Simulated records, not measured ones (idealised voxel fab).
process module | voxel self aligned contacts
cross-section cut | 205 nm wide | cells 5 nm
A cross-section is a grid of square cells, given in bands from the top down. A band is one or more rows of cells.
Each band's line starts with the height of the band's top and of its bottom, in nm. Then come its materials from left to right, each with its width in nm. One material with "throughout" fills the band from edge to edge. "air" is empty space.
Height 0 is the level under which the wafer as received is all one material. The lowest band goes on downwards, as in "0 down".
A width such as "30 to 40" changes by the same amount from each row of cells to the next, from the band's top row to its bottom row.
"no change" after a step means that no cell of the cross-section changed.
closed voids: empty space of 8 cells or more with no open way to the top, each as width x height at its distance from the left edge, in nm
after a step's settings: what the simulator itself notes on the step
overlay nm, on a step with a mask: how far to the right of its planned place the mask lay; to the left if negative
plan
1 op RECEIVE | material Si
2 op CONFORMAL_DEP | material SiO2 | thk nm 5
3 op DIRECTIONAL_DEP | material polySi | thk nm 25
4 op DIRECTIONAL_DEP | material SiN | thk nm 20
5 op PATTERN | tone cover | mask id GATE | material resist | width nm 25 | pitch nm 50 | thk nm 15 | overlay nm 0
6 op DIRECTIONAL_ETCH | etch materials SiN | depth nm 20
7 op DIRECTIONAL_ETCH | etch materials polySi | depth nm 25
8 op STRIP | etch materials resist
9 op CONFORMAL_DEP | material SiN | thk nm 5
10 op DIRECTIONAL_ETCH | etch materials SiN | depth nm 5
11 op FILL_DEP | material SiO2 | thk nm 20
12 op CMP | height nm 60
13 op DIRECTIONAL_DEP | material aC | thk nm 15
14 op PATTERN | tone open | mask id CONTACT | material resist | width nm 35 | pitch nm 50 | thk nm 30 | overlay nm 0
15 op DIRECTIONAL_ETCH | etch materials aC | depth nm 15
16 op STRIP | etch materials resist
17 op DIRECTIONAL_ETCH | etch materials SiO2 | depth nm 60
18 op STRIP | etch materials aC
19 op CONFORMAL_DEP | material TiN | thk nm 5
20 op FILL_DEP | material W | thk nm 5
21 op CMP | height nm 60
22 op CONFORMAL_DEP | material SiN | thk nm 5
first wafer, as planned
as received, after step 1
  0 down: Si throughout
  closed voids: none
after step 2
  5 to 0: SiO2 throughout
  below 0: unchanged
after step 3
  30 to 5: polySi throughout
  below 5: unchanged
after step 4
  50 to 30: SiN throughout
  below 30: unchanged
after step 5
  65 to 50: air 40 | resist 25 | air 25 | resist 25 | air 25 | resist 25 | air 40
  below 50: unchanged
after step 6
  65 to 50: air 40 | resist 25 | air 25 | resist 25 | air 25 | resist 25 | air 40
  50 to 30: air 40 | SiN 25 | air 25 | SiN 25 | air 25 | SiN 25 | air 40
  below 30: unchanged
after step 7
  65 to 50: air 40 | resist 25 | air 25 | resist 25 | air 25 | resist 25 | air 40
  50 to 30: air 40 | SiN 25 | air 25 | SiN 25 | air 25 | SiN 25 | air 40
  30 to 5: air 40 | polySi 25 | air 25 | polySi 25 | air 25 | polySi 25 | air 40
  below 5: unchanged
after step 8
  50 to 30: air 40 | SiN 25 | air 25 | SiN 25 | air 25 | SiN 25 | air 40
  below 30: unchanged
after step 9
  55 to 30: air 35 | SiN 35 | air 15 | SiN 35 | air 15 | SiN 35 | air 35
  30 to 10: air 35 | SiN 5 | polySi 25 | SiN 5 | air 15 | SiN 5 | polySi 25 | SiN 5 | air 15 | SiN 5 | polySi 25 | SiN 5 | air 35
  10 to 5: SiN 40 | polySi 25 | SiN 25 | polySi 25 | SiN 25 | polySi 25 | SiN 40
  below 5: unchanged
after step 10
  50 to 30: air 35 | SiN 35 | air 15 | SiN 35 | air 15 | SiN 35 | air 35
  30 to 5: air 35 | SiN 5 | polySi 25 | SiN 5 | air 15 | SiN 5 | polySi 25 | SiN 5 | air 15 | SiN 5 | polySi 25 | SiN 5 | air 35
  below 5: unchanged
after step 11
  70 to 50: SiO2 throughout
  50 to 30: SiO2 35 | SiN 35 | SiO2 15 | SiN 35 | SiO2 15 | SiN 35 | SiO2 35
  30 to 5: SiO2 35 | SiN 5 | polySi 25 | SiN 5 | SiO2 15 | SiN 5 | polySi 25 | SiN 5 | SiO2 15 | SiN 5 | polySi 25 | SiN 5 | SiO2 35
  below 5: unchanged
after step 12
  60 to 50: SiO2 throughout
  below 50: unchanged
after step 13
  75 to 60: aC throughout
  below 60: unchanged
after step 14
  105 to 75: resist 60 | air 35 | resist 15 | air 35 | resist 60
  below 75: unchanged
after step 15
  90 to 75: resist 60 | air 35 | resist 15 | air 35 | resist 60
  75 to 60: aC 60 | air 35 | aC 15 | air 35 | aC 60
  below 60: unchanged
after step 16
  75 to 60: aC 60 | air 35 | aC 15 | air 35 | aC 60
  below 60: unchanged
after step 17
  75 to 60: aC 60 | air 35 | aC 15 | air 35 | aC 60
  60 to 50: SiO2 60 | air 35 | SiO2 15 | air 35 | SiO2 60
  50 to 30: SiO2 35 | SiN 35 | air 15 | SiN 35 | air 15 | SiN 35 | SiO2 35
  30 to 5: SiO2 35 | SiN 5 | polySi 25 | SiN 5 | air 15 | SiN 5 | polySi 25 | SiN 5 | air 15 | SiN 5 | polySi 25 | SiN 5 | SiO2 35
  5 to 0: SiO2 70 | air 15 | SiO2 35 | air 15 | SiO2 70
  below 0: unchanged
after step 18
  60 to 50: SiO2 60 | air 35 | SiO2 15 | air 35 | SiO2 60
  below 50: unchanged
after step 19
  65 to 60: TiN 65 | air 25 | TiN 25 | air 25 | TiN 65
  60 to 50: SiO2 60 | TiN 5 to 15 | air 25 to 5 | TiN 5 to 15 | SiO2 15 | TiN 5 to 15 | air 25 to 5 | TiN 5 to 15 | SiO2 60
  50 to 30: SiO2 35 | SiN 35 | TiN 5 | air 5 | TiN 5 | SiN 35 | TiN 5 | air 5 | TiN 5 | SiN 35 | SiO2 35
  30 to 5: SiO2 35 | SiN 5 | polySi 25 | SiN 5 | TiN 5 | air 5 | TiN 5 | SiN 5 | polySi 25 | SiN 5 | TiN 5 | air 5 | TiN 5 | SiN 5 | polySi 25 | SiN 5 | SiO2 35
  5 to 0: SiO2 70 | TiN 15 | SiO2 35 | TiN 15 | SiO2 70
  below 0: unchanged
after step 20
  70 to 65: W throughout
  65 to 60: TiN 65 | W 25 | TiN 25 | W 25 | TiN 65
  60 to 50: SiO2 60 | TiN 5 to 15 | W 25 to 5 | TiN 5 to 15 | SiO2 15 | TiN 5 to 15 | W 25 to 5 | TiN 5 to 15 | SiO2 60
  50 to 30: SiO2 35 | SiN 35 | TiN 5 | W 5 | TiN 5 | SiN 35 | TiN 5 | W 5 | TiN 5 | SiN 35 | SiO2 35
  30 to 5: SiO2 35 | SiN 5 | polySi 25 | SiN 5 | TiN 5 | W 5 | TiN 5 | SiN 5 | polySi 25 | SiN 5 | TiN 5 | W 5 | TiN 5 | SiN 5 | polySi 25 | SiN 5 | SiO2 35
  below 5: unchanged
after step 21
  60 to 50: SiO2 60 | TiN 5 to 15 | W 25 to 5 | TiN 5 to 15 | SiO2 15 | TiN 5 to 15 | W 25 to 5 | TiN 5 to 15 | SiO2 60
  below 50: unchanged
after step 22
  65 to 60: SiN throughout
  below 60: unchanged
second wafer: like start, like plan, one mistake. Through step 8 it matches the first wafer
when step 9 should have ended
  65 to 30: air 25 | SiN 155 | air 25
  30 to 20: air 25 | SiN 15 | polySi 25 | SiN 25 | polySi 25 | SiN 25 | polySi 25 | SiN 15 | air 25
  20 to 5: SiN 40 | polySi 25 | SiN 25 | polySi 25 | SiN 25 | polySi 25 | SiN 40
  below 5: unchanged
when step 10 should have ended
  60 to 30: air 25 | SiN 155 | air 25
  30 to 15: air 25 | SiN 15 | polySi 25 | SiN 25 | polySi 25 | SiN 25 | polySi 25 | SiN 15 | air 25
  below 15: unchanged
when step 11 should have ended
  80 to 60: SiO2 throughout
  60 to 30: SiO2 25 | SiN 155 | SiO2 25
  30 to 15: SiO2 25 | SiN 15 | polySi 25 | SiN 25 | polySi 25 | SiN 25 | polySi 25 | SiN 15 | SiO2 25
  below 15: unchanged
when step 12 should have ended
  60 to 30: SiO2 25 | SiN 155 | SiO2 25
  below 30: unchanged
when step 13 should have ended
  75 to 60: aC throughout
  below 60: unchanged
when step 14 should have ended
  105 to 75: resist 60 | air 35 | resist 15 | air 35 | resist 60
  below 75: unchanged
when step 15 should have ended
  90 to 75: resist 60 | air 35 | resist 15 | air 35 | resist 60
  75 to 60: aC 60 | air 35 | aC 15 | air 35 | aC 60
  below 60: unchanged
when step 16 should have ended
  75 to 60: aC 60 | air 35 | aC 15 | air 35 | aC 60
  below 60: unchanged
when step 17 should have ended: no change
when step 18 should have ended
  60 to 30: SiO2 25 | SiN 155 | SiO2 25
  below 30: unchanged
when step 19 should have ended
  65 to 60: TiN throughout
  below 60: unchanged
when step 20 should have ended
  70 to 65: W throughout
  below 65: unchanged
when step 21 should have ended
  60 to 30: SiO2 25 | SiN 155 | SiO2 25
  below 30: unchanged
when step 22 should have ended
  65 to 60: SiN throughout
  below 60: unchanged
what went wrong: step 9 ran as: op CONFORMAL_DEP | material SiN | thk nm 15
at the end the second wafer has, in cells: 172 more of SiN | 84 fewer of SiO2 | 58 fewer of TiN | 30 fewer of W
